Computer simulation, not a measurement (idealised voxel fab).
Presented below is a process module, voxel transistor to metal.
This is section cut - it's 215 nm across, gridded in 5 nm square cells.
Reading order for cross-sections: top band down to bottom band. Underlying form: a grid of square cells. Band size: one or more rows of cells. In this notation a band is specified by the heights of its top and bottom, in that order and in nm, after which its materials appear from left to right, each paired with its width in nm. The word "full width" attached to a single material means that material fills the band from edge to edge; the word "empty" stands for empty space. Counting heights begins at 0, where everything beneath is, in the wafer as received, one material. The lowest band has no bottom; it goes on downwards, as "top 0, no bottom" shows. The two numbers in a width such as "30->40" mark its ends across the band: the first belongs to the top row of cells, the second to the bottom row, and from each row to the next the width moves by the same amount. Step note "left unchanged" = no cross-section cell changed. Basically, "Sealed void listing" tells you about the enclosed voids: empty spaces with no open way to the top, 8 cells or bigger, each written width x height at distance, where distance is from the left edge, all in nm. Where a step's line continues beyond its settings, the continuation is a remark by the simulator itself on that step. The "overlay nm" setting may appear on a step's line; for a step that uses a mask, it gives how far to the right of its planned position the mask lay, and a negative value indicates the left.

This section lists the process steps that were planned
1 RECEIVE, material Si
2 OXIDIZE, depth nm 5
3 CONFORMAL_DEP, material SiN, thk nm 15
4 PATTERN, tone cover, mask id ACTIVE, material resist, width nm 100, thk nm 20, overlay nm 0
5 DIRECTIONAL_ETCH, etch materials SiN, depth nm 15
6 DIRECTIONAL_ETCH, etch materials SiO2, depth nm 5
7 DIRECTIONAL_ETCH, etch materials Si, depth nm 20
8 STRIP, etch materials resist
9 FILL_DEP, material SiO2, thk nm 15
10 CMP, height nm 15
11 SELECTIVE_ETCH, etch materials SiO2, depth nm 10
12 STRIP, etch materials SiN
13 SELECTIVE_ETCH, etch materials SiO2, depth nm 5
14 OXIDIZE, depth nm 5
15 DIRECTIONAL_DEP, material polySi, thk nm 20
16 DIRECTIONAL_DEP, material SiCN, thk nm 10
17 PATTERN, tone cover, mask id GATE, material resist, width nm 20, thk nm 15, overlay nm 0
18 DIRECTIONAL_ETCH, etch materials SiCN, depth nm 20
19 DIRECTIONAL_ETCH, etch materials polySi, depth nm 30
20 STRIP, etch materials resist
21 CONFORMAL_DEP, material SiN, thk nm 5
22 DIRECTIONAL_ETCH, etch materials SiN, depth nm 5
23 DIRECTIONAL_ETCH, etch materials SiO2, depth nm 5
24 DIRECTIONAL_ETCH, etch materials Si, depth nm 5
25 EPI, material SiGe, thk nm 5
26 FILL_DEP, material SiO2, thk nm 10
27 CMP, height nm 25
28 DIRECTIONAL_DEP, material SiO2, thk nm 15
29 PATTERN, tone open, mask id CONTACT, material resist, width nm 30, pitch nm 60, thk nm 20, overlay nm 0
30 DIRECTIONAL_ETCH, etch materials SiO2, depth nm 50
31 STRIP, etch materials resist
32 CONFORMAL_DEP, material TiN, thk nm 5
33 FILL_DEP, material W, thk nm 5
34 CMP, height nm 40
35 DIRECTIONAL_DEP, material TiN, thk nm 5
36 DIRECTIONAL_DEP, material Ru, thk nm 20
37 PATTERN, tone cover, mask id METAL_1, material resist, width nm 15, pitch nm 75, thk nm 15, overlay nm 0
38 DIRECTIONAL_ETCH, etch materials Ru, depth nm 20
39 DIRECTIONAL_ETCH, etch materials TiN, depth nm 5
40 STRIP, etch materials resist
41 FILL_DEP, material lowk, thk nm 10
42 CMP, height nm 65
43 CONFORMAL_DEP, material SiN, thk nm 5

First wafer, two in total, run as planned

Shown in cross-section is the wafer as received, that is, as it stands after step 1
> top 0, no bottom  Si full width
> Sealed void listing: none

State of the wafer after step 2, shown in cross-section
> top 0, bottom -5  SiO2 full width
> Rest of section, below -5: as before.

State of the wafer after step 3, shown in cross-section
> top 15, bottom 0  SiN full width
> Rest of section, below 0: as before.

State of the wafer after step 4, shown in cross-section
> top 35, bottom 15  empty 55 nm / resist 100 nm / empty 60 nm
> Rest of section, below 15: as before.

State of the wafer after step 5, shown in cross-section
> top 35, bottom 15  empty 55 nm / resist 100 nm / empty 60 nm
> top 15, bottom 0  empty 55 nm / SiN 100 nm / empty 60 nm
> Rest of section, below 0: as before.

State of the wafer after step 6, shown in cross-section
> top 35, bottom 15  empty 55 nm / resist 100 nm / empty 60 nm
> top 15, bottom 0  empty 55 nm / SiN 100 nm / empty 60 nm
> top 0, bottom -5  empty 55 nm / SiO2 100 nm / empty 60 nm
> Rest of section, below -5: as before.

State of the wafer after step 7, shown in cross-section
> top 35, bottom 15  empty 55 nm / resist 100 nm / empty 60 nm
> top 15, bottom 0  empty 55 nm / SiN 100 nm / empty 60 nm
> top 0, bottom -5  empty 55 nm / SiO2 100 nm / empty 60 nm
> top -5, bottom -25  empty 55 nm / Si 100 nm / empty 60 nm
> Rest of section, below -25: as before.

State of the wafer after step 8, shown in cross-section
> top 15, bottom 0  empty 55 nm / SiN 100 nm / empty 60 nm
> Rest of section, below 0: as before.

State of the wafer after step 9, shown in cross-section
> top 30, bottom 15  SiO2 full width
> top 15, bottom 0  SiO2 55 nm / SiN 100 nm / SiO2 60 nm
> top 0, bottom -5  SiO2 full width
> top -5, bottom -25  SiO2 55 nm / Si 100 nm / SiO2 60 nm
> Rest of section, below -25: as before.

State of the wafer after step 10, shown in cross-section
> top 15, bottom 0  SiO2 55 nm / SiN 100 nm / SiO2 60 nm
> Rest of section, below 0: as before.

State of the wafer after step 11, shown in cross-section
> top 15, bottom 5  empty 55 nm / SiN 100 nm / empty 60 nm
> Rest of section, below 5: as before.

State of the wafer after step 12, shown in cross-section
> top 5, bottom 0  SiO2 55 nm / empty 100 nm / SiO2 60 nm
> Rest of section, below 0: as before.

State of the wafer after step 13, shown in cross-section
> top 0, bottom -5  SiO2 50 nm / empty 110 nm / SiO2 55 nm
> Rest of section, below -5: as before.

State of the wafer after step 14, shown in cross-section
> top 0, bottom -5  SiO2 50 nm / empty 110 nm / SiO2 55 nm
> top -5, bottom -10  SiO2 full width
> Rest of section, below -10: as before.

State of the wafer after step 15, shown in cross-section
> top 20, bottom 15  polySi 50 nm / empty 110 nm / polySi 55 nm
> top 15, bottom 0  polySi full width
> top 0, bottom -5  SiO2 50 nm / polySi 110 nm / SiO2 55 nm
> Rest of section, below -5: as before.

State of the wafer after step 16, shown in cross-section
> top 30, bottom 25  SiCN 50 nm / empty 110 nm / SiCN 55 nm
> top 25, bottom 20  SiCN full width
> top 20, bottom 15  polySi 50 nm / SiCN 110 nm / polySi 55 nm
> Rest of section, below 15: as before.

State of the wafer after step 17, shown in cross-section
> top 45, bottom 30  empty 95 nm / resist 20 nm / empty 100 nm
> top 30, bottom 25  SiCN 50 nm / empty 45 nm / resist 20 nm / empty 45 nm / SiCN 55 nm
> Rest of section, below 25: as before.

State of the wafer after step 18, shown in cross-section
> top 45, bottom 25  empty 95 nm / resist 20 nm / empty 100 nm
> top 25, bottom 20  empty 95 nm / SiCN 20 nm / empty 100 nm
> top 20, bottom 15  polySi 50 nm / empty 45 nm / SiCN 20 nm / empty 45 nm / polySi 55 nm
> Rest of section, below 15: as before.

State of the wafer after step 19, shown in cross-section
> top 45, bottom 25  empty 95 nm / resist 20 nm / empty 100 nm
> top 25, bottom 15  empty 95 nm / SiCN 20 nm / empty 100 nm
> top 15, bottom 0  empty 95 nm / polySi 20 nm / empty 100 nm
> top 0, bottom -5  SiO2 50 nm / empty 45 nm / polySi 20 nm / empty 45 nm / SiO2 55 nm
> Rest of section, below -5: as before.

State of the wafer after step 20, shown in cross-section
> top 25, bottom 15  empty 95 nm / SiCN 20 nm / empty 100 nm
> Rest of section, below 15: as before.

State of the wafer after step 21, shown in cross-section
> top 30, bottom 25  empty 90 nm / SiN 30 nm / empty 95 nm
> top 25, bottom 15  empty 90 nm / SiN 5 nm / SiCN 20 nm / SiN 5 nm / empty 95 nm
> top 15, bottom 5  empty 90 nm / SiN 5 nm / polySi 20 nm / SiN 5 nm / empty 95 nm
> top 5, bottom 0  SiN 55 nm / empty 35 nm / SiN 5 nm / polySi 20 nm / SiN 5 nm / empty 35 nm / SiN 60 nm
> top 0, bottom -5  SiO2 50 nm / SiN 45 nm / polySi 20 nm / SiN 45 nm / SiO2 55 nm
> Rest of section, below -5: as before.

State of the wafer after step 22, shown in cross-section
> top 25, bottom 15  empty 90 nm / SiN 5 nm / SiCN 20 nm / SiN 5 nm / empty 95 nm
> top 15, bottom 0  empty 90 nm / SiN 5 nm / polySi 20 nm / SiN 5 nm / empty 95 nm
> top 0, bottom -5  SiO2 50 nm / SiN 5 nm / empty 35 nm / SiN 5 nm / polySi 20 nm / SiN 5 nm / empty 35 nm / SiN 5 nm / SiO2 55 nm
> Rest of section, below -5: as before.

State of the wafer after step 23, shown in cross-section
> top 25, bottom 15  empty 90 nm / SiN 5 nm / SiCN 20 nm / SiN 5 nm / empty 95 nm
> top 15, bottom 0  empty 90 nm / SiN 5 nm / polySi 20 nm / SiN 5 nm / empty 95 nm
> top 0, bottom -5  empty 50 nm / SiN 5 nm / empty 35 nm / SiN 5 nm / polySi 20 nm / SiN 5 nm / empty 35 nm / SiN 5 nm / empty 55 nm
> top -5, bottom -10  SiO2 55 nm / empty 35 nm / SiO2 30 nm / empty 35 nm / SiO2 60 nm
> Rest of section, below -10: as before.

State of the wafer after step 24, shown in cross-section
> top 25, bottom 15  empty 90 nm / SiN 5 nm / SiCN 20 nm / SiN 5 nm / empty 95 nm
> top 15, bottom 0  empty 90 nm / SiN 5 nm / polySi 20 nm / SiN 5 nm / empty 95 nm
> top 0, bottom -5  empty 50 nm / SiN 5 nm / empty 35 nm / SiN 5 nm / polySi 20 nm / SiN 5 nm / empty 35 nm / SiN 5 nm / empty 55 nm
> top -5, bottom -10  SiO2 55 nm / empty 35 nm / SiO2 30 nm / empty 35 nm / SiO2 60 nm
> top -10, bottom -15  SiO2 55 nm / empty 35 nm / Si 30 nm / empty 35 nm / SiO2 60 nm
> Rest of section, below -15: as before.

State of the wafer after step 25, shown in cross-section
> top 25, bottom 15  empty 90 nm / SiN 5 nm / SiCN 20 nm / SiN 5 nm / empty 95 nm
> top 15, bottom 0  empty 90 nm / SiN 5 nm / polySi 20 nm / SiN 5 nm / empty 95 nm
> top 0, bottom -5  empty 50 nm / SiN 5 nm / empty 35 nm / SiN 5 nm / polySi 20 nm / SiN 5 nm / empty 35 nm / SiN 5 nm / empty 55 nm
> top -5, bottom -10  SiO2 55 nm / empty 30 nm / SiGe 5 nm / SiO2 30 nm / SiGe 5 nm / empty 30 nm / SiO2 60 nm
> top -10, bottom -15  SiO2 55 nm / SiGe 35 nm / Si 30 nm / SiGe 35 nm / SiO2 60 nm
> Rest of section, below -15: as before.

State of the wafer after step 26, shown in cross-section
> top 35, bottom 25  SiO2 full width
> top 25, bottom 15  SiO2 90 nm / SiN 5 nm / SiCN 20 nm / SiN 5 nm / SiO2 95 nm
> top 15, bottom 0  SiO2 90 nm / SiN 5 nm / polySi 20 nm / SiN 5 nm / SiO2 95 nm
> top 0, bottom -5  SiO2 50 nm / SiN 5 nm / SiO2 35 nm / SiN 5 nm / polySi 20 nm / SiN 5 nm / SiO2 35 nm / SiN 5 nm / SiO2 55 nm
> top -5, bottom -10  SiO2 85 nm / SiGe 5 nm / SiO2 30 nm / SiGe 5 nm / SiO2 90 nm
> Rest of section, below -10: as before.

State of the wafer after step 27, shown in cross-section
> top 25, bottom 15  SiO2 90 nm / SiN 5 nm / SiCN 20 nm / SiN 5 nm / SiO2 95 nm
> Rest of section, below 15: as before.

State of the wafer after step 28, shown in cross-section
> top 40, bottom 25  SiO2 full width
> Rest of section, below 25: as before.

State of the wafer after step 29, shown in cross-section
> top 60, bottom 40  resist 60 nm / empty 30 nm / resist 30 nm / empty 30 nm / resist 65 nm
> Rest of section, below 40: as before.

State of the wafer after step 30, shown in cross-section
> top 60, bottom 40  resist 60 nm / empty 30 nm / resist 30 nm / empty 30 nm / resist 65 nm
> top 40, bottom 25  SiO2 60 nm / empty 30 nm / SiO2 30 nm / empty 30 nm / SiO2 65 nm
> top 25, bottom 15  SiO2 60 nm / empty 30 nm / SiN 5 nm / SiCN 20 nm / SiN 5 nm / empty 30 nm / SiO2 65 nm
> top 15, bottom 0  SiO2 60 nm / empty 30 nm / SiN 5 nm / polySi 20 nm / SiN 5 nm / empty 30 nm / SiO2 65 nm
> top 0, bottom -5  SiO2 50 nm / SiN 5 nm / SiO2 5 nm / empty 30 nm / SiN 5 nm / polySi 20 nm / SiN 5 nm / empty 30 nm / SiO2 5 nm / SiN 5 nm / SiO2 55 nm
> top -5, bottom -10  SiO2 60 nm / empty 25 nm / SiGe 5 nm / SiO2 30 nm / SiGe 5 nm / empty 25 nm / SiO2 65 nm
> Rest of section, below -10: as before.

State of the wafer after step 31, shown in cross-section
> top 40, bottom 25  SiO2 60 nm / empty 30 nm / SiO2 30 nm / empty 30 nm / SiO2 65 nm
> Rest of section, below 25: as before.

State of the wafer after step 32, shown in cross-section
> top 45, bottom 40  TiN 65 nm / empty 20 nm / TiN 40 nm / empty 20 nm / TiN 70 nm
> top 40, bottom 25  SiO2 60 nm / TiN 5 nm / empty 20 nm / TiN 5 nm / SiO2 30 nm / TiN 5 nm / empty 20 nm / TiN 5 nm / SiO2 65 nm
> top 25, bottom 15  SiO2 60 nm / TiN 5 nm / empty 20 nm / TiN 5 nm / SiN 5 nm / SiCN 20 nm / SiN 5 nm / TiN 5 nm / empty 20 nm / TiN 5 nm / SiO2 65 nm
> top 15, bottom 0  SiO2 60 nm / TiN 5 nm / empty 20 nm / TiN 5 nm / SiN 5 nm / polySi 20 nm / SiN 5 nm / TiN 5 nm / empty 20 nm / TiN 5 nm / SiO2 65 nm
> top 0, bottom -5  SiO2 50 nm / SiN 5 nm / SiO2 5 nm / TiN 5 nm / empty 15 nm / TiN 10 nm / SiN 5 nm / polySi 20 nm / SiN 5 nm / TiN 10 nm / empty 15 nm / TiN 5 nm / SiO2 5 nm / SiN 5 nm / SiO2 55 nm
> top -5, bottom -10  SiO2 60 nm / TiN 25 nm / SiGe 5 nm / SiO2 30 nm / SiGe 5 nm / TiN 25 nm / SiO2 65 nm
> Rest of section, below -10: as before.

State of the wafer after step 33, shown in cross-section
> top 50, bottom 45  W full width
> top 45, bottom 40  TiN 65 nm / W 20 nm / TiN 40 nm / W 20 nm / TiN 70 nm
> top 40, bottom 25  SiO2 60 nm / TiN 5 nm / W 20 nm / TiN 5 nm / SiO2 30 nm / TiN 5 nm / W 20 nm / TiN 5 nm / SiO2 65 nm
> top 25, bottom 15  SiO2 60 nm / TiN 5 nm / W 20 nm / TiN 5 nm / SiN 5 nm / SiCN 20 nm / SiN 5 nm / TiN 5 nm / W 20 nm / TiN 5 nm / SiO2 65 nm
> top 15, bottom 0  SiO2 60 nm / TiN 5 nm / W 20 nm / TiN 5 nm / SiN 5 nm / polySi 20 nm / SiN 5 nm / TiN 5 nm / W 20 nm / TiN 5 nm / SiO2 65 nm
> top 0, bottom -5  SiO2 50 nm / SiN 5 nm / SiO2 5 nm / TiN 5 nm / W 15 nm / TiN 10 nm / SiN 5 nm / polySi 20 nm / SiN 5 nm / TiN 10 nm / W 15 nm / TiN 5 nm / SiO2 5 nm / SiN 5 nm / SiO2 55 nm
> Rest of section, below -5: as before.

State of the wafer after step 34, shown in cross-section
> top 40, bottom 25  SiO2 60 nm / TiN 5 nm / W 20 nm / TiN 5 nm / SiO2 30 nm / TiN 5 nm / W 20 nm / TiN 5 nm / SiO2 65 nm
> Rest of section, below 25: as before.

State of the wafer after step 35, shown in cross-section
> top 45, bottom 40  TiN full width
> Rest of section, below 40: as before.

State of the wafer after step 36, shown in cross-section
> top 65, bottom 45  Ru full width
> Rest of section, below 45: as before.

State of the wafer after step 37, shown in cross-section
> top 80, bottom 65  empty 60 nm / resist 15 nm / empty 60 nm / resist 15 nm / empty 65 nm
> Rest of section, below 65: as before.

State of the wafer after step 38, shown in cross-section
> top 80, bottom 65  empty 60 nm / resist 15 nm / empty 60 nm / resist 15 nm / empty 65 nm
> top 65, bottom 45  empty 60 nm / Ru 15 nm / empty 60 nm / Ru 15 nm / empty 65 nm
> Rest of section, below 45: as before.

State of the wafer after step 39, shown in cross-section
> top 80, bottom 65  empty 60 nm / resist 15 nm / empty 60 nm / resist 15 nm / empty 65 nm
> top 65, bottom 45  empty 60 nm / Ru 15 nm / empty 60 nm / Ru 15 nm / empty 65 nm
> top 45, bottom 40  empty 60 nm / TiN 15 nm / empty 60 nm / TiN 15 nm / empty 65 nm
> Rest of section, below 40: as before.

State of the wafer after step 40, shown in cross-section
> top 65, bottom 45  empty 60 nm / Ru 15 nm / empty 60 nm / Ru 15 nm / empty 65 nm
> Rest of section, below 45: as before.

State of the wafer after step 41, shown in cross-section
> top 75, bottom 65  lowk full width
> top 65, bottom 45  lowk 60 nm / Ru 15 nm / lowk 60 nm / Ru 15 nm / lowk 65 nm
> top 45, bottom 40  lowk 60 nm / TiN 15 nm / lowk 60 nm / TiN 15 nm / lowk 65 nm
> Rest of section, below 40: as before.

State of the wafer after step 42, shown in cross-section
> top 65, bottom 45  lowk 60 nm / Ru 15 nm / lowk 60 nm / Ru 15 nm / lowk 65 nm
> Rest of section, below 45: as before.

State of the wafer after step 43, shown in cross-section
> top 70, bottom 65  SiN full width
> Rest of section, below 65: as before.

Wafer two: like wafer one in start and plan, but with one mistake in execution; identical up to and including step 33

Second wafer shown in cross-section at the time step 34 was slated to end
> top 45, bottom 40  TiN 65 nm / W 20 nm / TiN 40 nm / W 20 nm / TiN 70 nm
> Rest of section, below 40: as before.

Second wafer shown in cross-section at the time step 35 was slated to end
> top 50, bottom 45  TiN full width
> Rest of section, below 45: as before.

Second wafer shown in cross-section at the time step 36 was slated to end
> top 70, bottom 50  Ru full width
> Rest of section, below 50: as before.

Second wafer shown in cross-section at the time step 37 was slated to end
> top 85, bottom 70  empty 60 nm / resist 15 nm / empty 60 nm / resist 15 nm / empty 65 nm
> Rest of section, below 70: as before.

Second wafer shown in cross-section at the time step 38 was slated to end
> top 85, bottom 70  empty 60 nm / resist 15 nm / empty 60 nm / resist 15 nm / empty 65 nm
> top 70, bottom 50  empty 60 nm / Ru 15 nm / empty 60 nm / Ru 15 nm / empty 65 nm
> Rest of section, below 50: as before.

Second wafer shown in cross-section at the time step 39 was slated to end
> top 85, bottom 70  empty 60 nm / resist 15 nm / empty 60 nm / resist 15 nm / empty 65 nm
> top 70, bottom 50  empty 60 nm / Ru 15 nm / empty 60 nm / Ru 15 nm / empty 65 nm
> top 50, bottom 45  empty 60 nm / TiN 15 nm / empty 60 nm / TiN 15 nm / empty 65 nm
> Rest of section, below 45: as before.

Second wafer shown in cross-section at the time step 40 was slated to end
> top 70, bottom 50  empty 60 nm / Ru 15 nm / empty 60 nm / Ru 15 nm / empty 65 nm
> Rest of section, below 50: as before.

Second wafer shown in cross-section at the time step 41 was slated to end
> top 80, bottom 70  lowk full width
> top 70, bottom 50  lowk 60 nm / Ru 15 nm / lowk 60 nm / Ru 15 nm / lowk 65 nm
> top 50, bottom 45  lowk 60 nm / TiN 15 nm / lowk 60 nm / TiN 15 nm / lowk 65 nm
> Rest of section, below 45: as before.

Second wafer shown in cross-section at the time step 42 was slated to end
> top 65, bottom 50  lowk 60 nm / Ru 15 nm / lowk 60 nm / Ru 15 nm / lowk 65 nm
> Rest of section, below 50: as before.

Second wafer shown in cross-section at the time step 43 was slated to end
> top 70, bottom 65  SiN full width
> Rest of section, below 65: as before.
Deviation from plan: off-plan run, step 34, actual operation and settings CMP, height nm 45
Bottom line after processing is that, in cells, the second wafer is up or down on some materials versus the first: 6 fewer of Ru; 35 more of TiN; 8 more of W; 37 fewer of lowk
